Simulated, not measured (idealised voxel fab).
Process module, titled voxel released beams
FYI the section here is cut, 260 nm wide, cells are 5 nm squares.
Cross-section = grid of square cells, listed top down in bands; band = one or more rows. Basically the band line says how high the top is and how high the bottom is, in nm, and then what's in it from left to right, every material with its width in nm. Empty space shows up as "blank", and if a single material carries "everywhere" it runs the full band edge to edge. All heights in this document are referenced to 0, defined as the level beneath which the wafer, as received, consists entirely of one material. The lowest band is not bounded below; it extends indefinitely downward and is written in the form "0 -> down". It should be noted that a width expressed as "30 to 40" varies in equal increments from row to row of cells within the band, taking the value of the first number at the top row and that of the second number at the bottom row. The cross-section has no changed cell in any step marked "remained the same". "Enclosed voids" lists enclosed empty spaces (at least 8 cells, no open path upward to the top), each as width x height at distance from the left edge, in nm. Post-settings text on a step line: simulator's own remark regarding the step. overlay nm: where the mask lay relative to plan, measured to the right, on steps with a mask; negatives go left.

# plan
1 RECEIVE (material Si)
2 CONFORMAL_DEP (material SiN; thk nm 10)
3 DIRECTIONAL_DEP (material SiO2; thk nm 10)
4 MASKED_ETCH (tone open; mask id ANCHOR; width nm 40; etch materials SiO2; depth nm 10; overlay nm 0)
5 CONFORMAL_DEP (material TiN; thk nm 15)
6 DIRECTIONAL_DEP (material aC; thk nm 15)
7 PATTERN (tone cover; mask id BEAM; material resist; width nm 100; thk nm 30; overlay nm 0)
8 DIRECTIONAL_ETCH (etch materials aC; depth nm 15)
9 STRIP (etch materials resist)
10 DIRECTIONAL_ETCH (etch materials TiN; depth nm 15)
11 STRIP (etch materials aC)
12 STRIP (etch materials SiO2)
Don't read the plan's width nm for step 7 as applying to every wafer: that's the first wafer's value, and the wafers differ in it, though they all start identical.

# Cross-section of the first of several received wafers, showing its state after step 1
- 0 -> down  Si everywhere
- Enclosed voids: none

# Row per wafer, end-of-module: cell gain (+)/loss (-) by material since the wafer came in, then closed voids
width nm 100, +104 SiN, +72 TiN, Enclosed voids: none
width nm 105, +104 SiN, +75 TiN, Enclosed voids: none
width nm 110, +104 SiN, +78 TiN, Enclosed voids: none
width nm 115, +104 SiN, +81 TiN, Enclosed voids: none
width nm 120, +104 SiN, +84 TiN, Enclosed voids: none
width nm 125, +104 SiN, +87 TiN, Enclosed voids: none
